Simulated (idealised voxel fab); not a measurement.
process module | voxel self aligned vias
cross-section cut | 250 nm wide | cells 5 nm
A cross-section is a grid of square cells, given in bands from the top down. A band is one or more rows of cells.
Each band's line starts with the height of the band's top and of its bottom, in nm. Then come its materials from left to right, each with its width in nm. One material with "throughout" fills the band from edge to edge. "air" is empty space.
Height 0 is the level under which the wafer as received is all one material. The lowest band goes on downwards, as in "0 down".
A width such as "30 to 40" changes by the same amount from each row of cells to the next, from the band's top row to its bottom row.
"no change" after a step means that no cell of the cross-section changed.
closed voids: empty space of 8 cells or more with no open way to the top, each as width x height at its distance from the left edge, in nm
after a step's settings: what the simulator itself notes on the step
overlay nm, on a step with a mask: how far to the right of its planned place the mask lay; to the left if negative
plan
1 op RECEIVE | material Si
2 op CONFORMAL_DEP | material SiO2 | thk nm 15
3 op CONFORMAL_DEP | material SiCN | thk nm 5
4 op DIRECTIONAL_DEP | material SiO2 | thk nm 30
5 op PATTERN | tone open | mask id LINES | material resist | width nm 30 | pitch nm 65 | thk nm 15 | overlay nm 0
6 op DIRECTIONAL_ETCH | etch materials SiO2 | depth nm 30
7 op STRIP | etch materials resist
8 op CONFORMAL_DEP | material TiN | thk nm 5
9 op FILL_DEP | material Ru | thk nm 5
10 op CMP | height nm 50
11 op SELECTIVE_ETCH | etch materials W Ru TiN | depth nm 5
12 op FILL_DEP | material SiN | thk nm 10
13 op CMP | height nm 50
14 op DIRECTIONAL_DEP | material SiO2 | thk nm 15
15 op MASKED_ETCH | tone open | mask id VIAS | width nm 50 | pitch nm 65 | etch materials SiO2 | depth nm 15 | overlay nm 0
16 op MASKED_ETCH | tone open | mask id VIAS | width nm 50 | pitch nm 65 | etch materials SiN | depth nm 5 | overlay nm 0
17 op CONFORMAL_DEP | material TiN | thk nm 5
18 op FILL_DEP | material W | thk nm 10
19 op CMP | height nm 65
20 op CONFORMAL_DEP | material SiN | thk nm 5
as received, after step 1
  0 down: Si throughout
  closed voids: none
a wafer at the end: this start, this plan, one mistake
  70 to 65: SiN throughout
  65 to 55: SiO2 65 | TiN 5 | W 40 | TiN 5 | SiO2 15 | TiN 5 | W 40 | TiN 5 | SiO2 70
  55 to 50: SiO2 65 | TiN 5 | W 20 | TiN 25 | SiO2 15 | TiN 5 | W 20 | TiN 25 | SiO2 70
  50 to 45: SiO2 65 | TiN 30 | SiO2 35 | TiN 30 | SiO2 90
  45 to 25: SiO2 65 | TiN 5 | Ru 20 | TiN 5 | SiO2 35 | TiN 5 | Ru 20 | TiN 5 | SiO2 90
  25 to 20: SiO2 65 | TiN 30 | SiO2 35 | TiN 30 | SiO2 90
  20 to 15: SiCN throughout
  15 to 0: SiO2 throughout
  0 down: Si throughout
  closed voids: none
what went wrong: step 5 ran as: op PATTERN | tone open | mask id LINES | material resist | width nm 30 | pitch nm 65 | thk nm 15 | overlay nm -10
